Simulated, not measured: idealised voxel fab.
Documented hereafter: the process module known as voxel wiring stack.
185 nm wide, 5 nm square cells: that's cross-section cut.
Cross-sections here: square-cell grids, written as top-down lists of bands, a band being one or more rows of cells. Look at the band entry: it leads with the top's height and the bottom's height in nm. Then it lists the materials left to right, with a width in nm for each. The word "throughout" on a single material says that material fills the band edge to edge. The word "empty" is empty space. Beneath 0, the wafer as received is one material, and that level is where height counting begins. The lowest band goes on downward without a bottom; it is written like "top 0, no bottom". Note: "30 to 40" means the width goes from the first number (top row of the band) to the second number (bottom row) in equal steps per row of cells. For the purposes of this document, the phrase "nothing changed" attached to a step denotes that no cell within the cross-section was modified by that step. Sealed internal cavities: empty space of 8 cells or more with no open way to the top, each as width x height at its distance from the left edge, in nm. Post-settings text on a step line: simulator's own remark regarding the step. "overlay nm", when on a step's line for a step with a mask, measures how far to the right of its planned place the mask lay; a negative measure means to the left.
# Set out below are the planned steps of the process
1. RECEIVE (material Si)
2. CONFORMAL_DEP (material SiO2; thk nm 10)
3. CONFORMAL_DEP (material SiCN; thk nm 5)
4. DIRECTIONAL_DEP (material SiO2; thk nm 20)
5. PATTERN (tone open; mask id METAL_1; material resist; width nm 25; pitch nm 40; thk nm 15; overlay nm 0)
6. DIRECTIONAL_ETCH (etch materials SiO2; depth nm 20)
7. DIRECTIONAL_ETCH (etch materials SiCN; depth nm 5)
8. STRIP (etch materials resist)
9. CONFORMAL_DEP (material TiN; thk nm 5)
10. FILL_DEP (material Cu; thk nm 5)
11. CMP (height nm 35)
12. CONFORMAL_DEP (material SiCN; thk nm 5)
13. DIRECTIONAL_DEP (material SiO2; thk nm 30)
14. MASKED_ETCH (tone open; mask id METAL_2_HOLES; width nm 15; pitch nm 80; etch materials SiO2; depth nm 30; overlay nm 0)
15. MASKED_ETCH (tone open; mask id METAL_2; width nm 25; pitch nm 40; etch materials SiO2; depth nm 20; overlay nm 0)
16. MASKED_ETCH (tone open; mask id METAL_2; width nm 25; pitch nm 40; etch materials SiCN; depth nm 5; overlay nm 0)
17. CONFORMAL_DEP (material TiN; thk nm 5)
18. FILL_DEP (material Cu; thk nm 10)
19. CMP (height nm 70)
20. CONFORMAL_DEP (material SiN; thk nm 5)
# First wafer out of two, processed as planned
# Cross-section, incoming material, after step 1
  top 0, no bottom = Si throughout
  Sealed internal cavities: none
# Cross-sectional representation of the wafer at the conclusion of step 2
  top 10, bottom 0 = SiO2 throughout
  All layers under 0 are left as they were.
# Cross-sectional representation of the wafer at the conclusion of step 3
  top 15, bottom 10 = SiCN throughout
  All layers under 10 are left as they were.
# Cross-sectional representation of the wafer at the conclusion of step 4
  top 35, bottom 15 = SiO2 throughout
  All layers under 15 are left as they were.
# Cross-sectional representation of the wafer at the conclusion of step 5
  top 50, bottom 35 = resist 20 nm  empty 25 nm  resist 15 nm  empty 25 nm  resist 15 nm  empty 25 nm  resist 15 nm  empty 25 nm  resist 20 nm
  All layers under 35 are left as they were.
# Cross-sectional representation of the wafer at the conclusion of step 6
  top 50, bottom 35 = resist 20 nm  empty 25 nm  resist 15 nm  empty 25 nm  resist 15 nm  empty 25 nm  resist 15 nm  empty 25 nm  resist 20 nm
  top 35, bottom 15 = SiO2 20 nm  empty 25 nm  SiO2 15 nm  empty 25 nm  SiO2 15 nm  empty 25 nm  SiO2 15 nm  empty 25 nm  SiO2 20 nm
  All layers under 15 are left as they were.
# Cross-sectional representation of the wafer at the conclusion of step 7
  top 50, bottom 35 = resist 20 nm  empty 25 nm  resist 15 nm  empty 25 nm  resist 15 nm  empty 25 nm  resist 15 nm  empty 25 nm  resist 20 nm
  top 35, bottom 15 = SiO2 20 nm  empty 25 nm  SiO2 15 nm  empty 25 nm  SiO2 15 nm  empty 25 nm  SiO2 15 nm  empty 25 nm  SiO2 20 nm
  top 15, bottom 10 = SiCN 20 nm  empty 25 nm  SiCN 15 nm  empty 25 nm  SiCN 15 nm  empty 25 nm  SiCN 15 nm  empty 25 nm  SiCN 20 nm
  All layers under 10 are left as they were.
# Cross-sectional representation of the wafer at the conclusion of step 8
  top 35, bottom 15 = SiO2 20 nm  empty 25 nm  SiO2 15 nm  empty 25 nm  SiO2 15 nm  empty 25 nm  SiO2 15 nm  empty 25 nm  SiO2 20 nm
  All layers under 15 are left as they were.
# Cross-sectional representation of the wafer at the conclusion of step 9
  top 40, bottom 35 = TiN 25 nm  empty 15 nm  TiN 25 nm  empty 15 nm  TiN 25 nm  empty 15 nm  TiN 25 nm  empty 15 nm  TiN 25 nm
  top 35, bottom 15 = SiO2 20 nm  TiN 5 nm  empty 15 nm  TiN 5 nm  SiO2 15 nm  TiN 5 nm  empty 15 nm  TiN 5 nm  SiO2 15 nm  TiN 5 nm  empty 15 nm  TiN 5 nm  SiO2 15 nm  TiN 5 nm  empty 15 nm  TiN 5 nm  SiO2 20 nm
  top 15, bottom 10 = SiCN 20 nm  TiN 25 nm  SiCN 15 nm  TiN 25 nm  SiCN 15 nm  TiN 25 nm  SiCN 15 nm  TiN 25 nm  SiCN 20 nm
  All layers under 10 are left as they were.
# Cross-sectional representation of the wafer at the conclusion of step 10
  top 45, bottom 40 = Cu throughout
  top 40, bottom 35 = TiN 25 nm  Cu 15 nm  TiN 25 nm  Cu 15 nm  TiN 25 nm  Cu 15 nm  TiN 25 nm  Cu 15 nm  TiN 25 nm
  top 35, bottom 15 = SiO2 20 nm  TiN 5 nm  Cu 15 nm  TiN 5 nm  SiO2 15 nm  TiN 5 nm  Cu 15 nm  TiN 5 nm  SiO2 15 nm  TiN 5 nm  Cu 15 nm  TiN 5 nm  SiO2 15 nm  TiN 5 nm  Cu 15 nm  TiN 5 nm  SiO2 20 nm
  All layers under 15 are left as they were.
# Cross-sectional representation of the wafer at the conclusion of step 11
  top 35, bottom 15 = SiO2 20 nm  TiN 5 nm  Cu 15 nm  TiN 5 nm  SiO2 15 nm  TiN 5 nm  Cu 15 nm  TiN 5 nm  SiO2 15 nm  TiN 5 nm  Cu 15 nm  TiN 5 nm  SiO2 15 nm  TiN 5 nm  Cu 15 nm  TiN 5 nm  SiO2 20 nm
  All layers under 15 are left as they were.
# Cross-sectional representation of the wafer at the conclusion of step 12
  top 40, bottom 35 = SiCN throughout
  All layers under 35 are left as they were.
# Cross-sectional representation of the wafer at the conclusion of step 13
  top 70, bottom 40 = SiO2 throughout
  All layers under 40 are left as they were.
# Cross-sectional representation of the wafer at the conclusion of step 14
  top 70, bottom 40 = SiO2 20 nm  empty 15 nm  SiO2 65 nm  empty 15 nm  SiO2 70 nm
  All layers under 40 are left as they were.
# Cross-sectional representation of the wafer at the conclusion of step 15
  top 70, bottom 50 = SiO2 20 nm  empty 25 nm  SiO2 15 nm  empty 25 nm  SiO2 15 nm  empty 25 nm  SiO2 15 nm  empty 25 nm  SiO2 20 nm
  All layers under 50 are left as they were.
# Cross-sectional representation of the wafer at the conclusion of step 16
  top 70, bottom 50 = SiO2 20 nm  empty 25 nm  SiO2 15 nm  empty 25 nm  SiO2 15 nm  empty 25 nm  SiO2 15 nm  empty 25 nm  SiO2 20 nm
  top 50, bottom 40 = SiO2 20 nm  empty 15 nm  SiO2 65 nm  empty 15 nm  SiO2 70 nm
  top 40, bottom 35 = SiCN 20 nm  empty 15 nm  SiCN 65 nm  empty 15 nm  SiCN 70 nm
  All layers under 35 are left as they were.
# Cross-sectional representation of the wafer at the conclusion of step 17
  top 75, bottom 70 = TiN 25 nm  empty 15 nm  TiN 25 nm  empty 15 nm  TiN 25 nm  empty 15 nm  TiN 25 nm  empty 15 nm  TiN 25 nm
  top 70, bottom 55 = SiO2 20 nm  TiN 5 nm  empty 15 nm  TiN 5 nm  SiO2 15 nm  TiN 5 nm  empty 15 nm  TiN 5 nm  SiO2 15 nm  TiN 5 nm  empty 15 nm  TiN 5 nm  SiO2 15 nm  TiN 5 nm  empty 15 nm  TiN 5 nm  SiO2 20 nm
  top 55, bottom 50 = SiO2 20 nm  TiN 5 nm  empty 5 nm  TiN 15 nm  SiO2 15 nm  TiN 25 nm  SiO2 15 nm  TiN 5 nm  empty 5 nm  TiN 15 nm  SiO2 15 nm  TiN 25 nm  SiO2 20 nm
  top 50, bottom 40 = SiO2 20 nm  TiN 5 nm  empty 5 nm  TiN 5 nm  SiO2 65 nm  TiN 5 nm  empty 5 nm  TiN 5 nm  SiO2 70 nm
  top 40, bottom 35 = SiCN 20 nm  TiN 15 nm  SiCN 65 nm  TiN 15 nm  SiCN 70 nm
  All layers under 35 are left as they were.
# Cross-sectional representation of the wafer at the conclusion of step 18
  top 85, bottom 75 = Cu throughout
  top 75, bottom 70 = TiN 25 nm  Cu 15 nm  TiN 25 nm  Cu 15 nm  TiN 25 nm  Cu 15 nm  TiN 25 nm  Cu 15 nm  TiN 25 nm
  top 70, bottom 55 = SiO2 20 nm  TiN 5 nm  Cu 15 nm  TiN 5 nm  SiO2 15 nm  TiN 5 nm  Cu 15 nm  TiN 5 nm  SiO2 15 nm  TiN 5 nm  Cu 15 nm  TiN 5 nm  SiO2 15 nm  TiN 5 nm  Cu 15 nm  TiN 5 nm  SiO2 20 nm
  top 55, bottom 50 = SiO2 20 nm  TiN 5 nm  Cu 5 nm  TiN 15 nm  SiO2 15 nm  TiN 25 nm  SiO2 15 nm  TiN 5 nm  Cu 5 nm  TiN 15 nm  SiO2 15 nm  TiN 25 nm  SiO2 20 nm
  top 50, bottom 40 = SiO2 20 nm  TiN 5 nm  Cu 5 nm  TiN 5 nm  SiO2 65 nm  TiN 5 nm  Cu 5 nm  TiN 5 nm  SiO2 70 nm
  All layers under 40 are left as they were.
# Cross-sectional representation of the wafer at the conclusion of step 19
  top 70, bottom 55 = SiO2 20 nm  TiN 5 nm  Cu 15 nm  TiN 5 nm  SiO2 15 nm  TiN 5 nm  Cu 15 nm  TiN 5 nm  SiO2 15 nm  TiN 5 nm  Cu 15 nm  TiN 5 nm  SiO2 15 nm  TiN 5 nm  Cu 15 nm  TiN 5 nm  SiO2 20 nm
  All layers under 55 are left as they were.
# Cross-sectional representation of the wafer at the conclusion of step 20
  top 75, bottom 70 = SiN throughout
  All layers under 70 are left as they were.
# Here the second wafer is described. Its start and its plan were those of the first wafer. Its run contained one mistake. Up to and including step 13, it did exactly what the first wafer did
# when step 14 should have ended
  top 70, bottom 40 = SiO2 25 nm  empty 15 nm  SiO2 65 nm  empty 15 nm  SiO2 65 nm
  All layers under 40 are left as they were.
# when step 15 should have ended
  top 70, bottom 50 = SiO2 20 nm  empty 25 nm  SiO2 15 nm  empty 25 nm  SiO2 15 nm  empty 25 nm  SiO2 15 nm  empty 25 nm  SiO2 20 nm
  All layers under 50 are left as they were.
# when step 16 should have ended
  top 70, bottom 50 = SiO2 20 nm  empty 25 nm  SiO2 15 nm  empty 25 nm  SiO2 15 nm  empty 25 nm  SiO2 15 nm  empty 25 nm  SiO2 20 nm
  top 50, bottom 40 = SiO2 25 nm  empty 15 nm  SiO2 65 nm  empty 15 nm  SiO2 65 nm
  top 40, bottom 35 = SiCN 25 nm  empty 15 nm  SiCN 65 nm  empty 15 nm  SiCN 65 nm
  All layers under 35 are left as they were.
# when step 17 should have ended
  top 75, bottom 70 = TiN 25 nm  empty 15 nm  TiN 25 nm  empty 15 nm  TiN 25 nm  empty 15 nm  TiN 25 nm  empty 15 nm  TiN 25 nm
  top 70, bottom 55 = SiO2 20 nm  TiN 5 nm  empty 15 nm  TiN 5 nm  SiO2 15 nm  TiN 5 nm  empty 15 nm  TiN 5 nm  SiO2 15 nm  TiN 5 nm  empty 15 nm  TiN 5 nm  SiO2 15 nm  TiN 5 nm  empty 15 nm  TiN 5 nm  SiO2 20 nm
  top 55, bottom 50 = SiO2 20 nm  TiN 10 nm  empty 5 nm  TiN 10 nm  SiO2 15 nm  TiN 25 nm  SiO2 15 nm  TiN 10 nm  empty 5 nm  TiN 10 nm  SiO2 15 nm  TiN 25 nm  SiO2 20 nm
  top 50, bottom 40 = SiO2 25 nm  TiN 5 nm  empty 5 nm  TiN 5 nm  SiO2 65 nm  TiN 5 nm  empty 5 nm  TiN 5 nm  SiO2 65 nm
  top 40, bottom 35 = SiCN 25 nm  TiN 15 nm  SiCN 65 nm  TiN 15 nm  SiCN 65 nm
  All layers under 35 are left as they were.
# when step 18 should have ended
  top 85, bottom 75 = Cu throughout
  top 75, bottom 70 = TiN 25 nm  Cu 15 nm  TiN 25 nm  Cu 15 nm  TiN 25 nm  Cu 15 nm  TiN 25 nm  Cu 15 nm  TiN 25 nm
  top 70, bottom 55 = SiO2 20 nm  TiN 5 nm  Cu 15 nm  TiN 5 nm  SiO2 15 nm  TiN 5 nm  Cu 15 nm  TiN 5 nm  SiO2 15 nm  TiN 5 nm  Cu 15 nm  TiN 5 nm  SiO2 15 nm  TiN 5 nm  Cu 15 nm  TiN 5 nm  SiO2 20 nm
  top 55, bottom 50 = SiO2 20 nm  TiN 10 nm  Cu 5 nm  TiN 10 nm  SiO2 15 nm  TiN 25 nm  SiO2 15 nm  TiN 10 nm  Cu 5 nm  TiN 10 nm  SiO2 15 nm  TiN 25 nm  SiO2 20 nm
  top 50, bottom 40 = SiO2 25 nm  TiN 5 nm  Cu 5 nm  TiN 5 nm  SiO2 65 nm  TiN 5 nm  Cu 5 nm  TiN 5 nm  SiO2 65 nm
  All layers under 40 are left as they were.
# when step 19 should have ended
  top 70, bottom 55 = SiO2 20 nm  TiN 5 nm  Cu 15 nm  TiN 5 nm  SiO2 15 nm  TiN 5 nm  Cu 15 nm  TiN 5 nm  SiO2 15 nm  TiN 5 nm  Cu 15 nm  TiN 5 nm  SiO2 15 nm  TiN 5 nm  Cu 15 nm  TiN 5 nm  SiO2 20 nm
  All layers under 55 are left as they were.
# when step 20 should have ended
  top 75, bottom 70 = SiN throughout
  All layers under 70 are left as they were.
What was the processing mistake? so step 14 ended up running with a different setting than we planned, it ran as MASKED_ETCH (tone open; mask id METAL_2_HOLES; width nm 15; pitch nm 80; etch materials SiO2; depth nm 30; overlay nm 5)
Same inventory, different map: at the end, the second wafer holds as many cells of each material as the first, placed elsewhere.
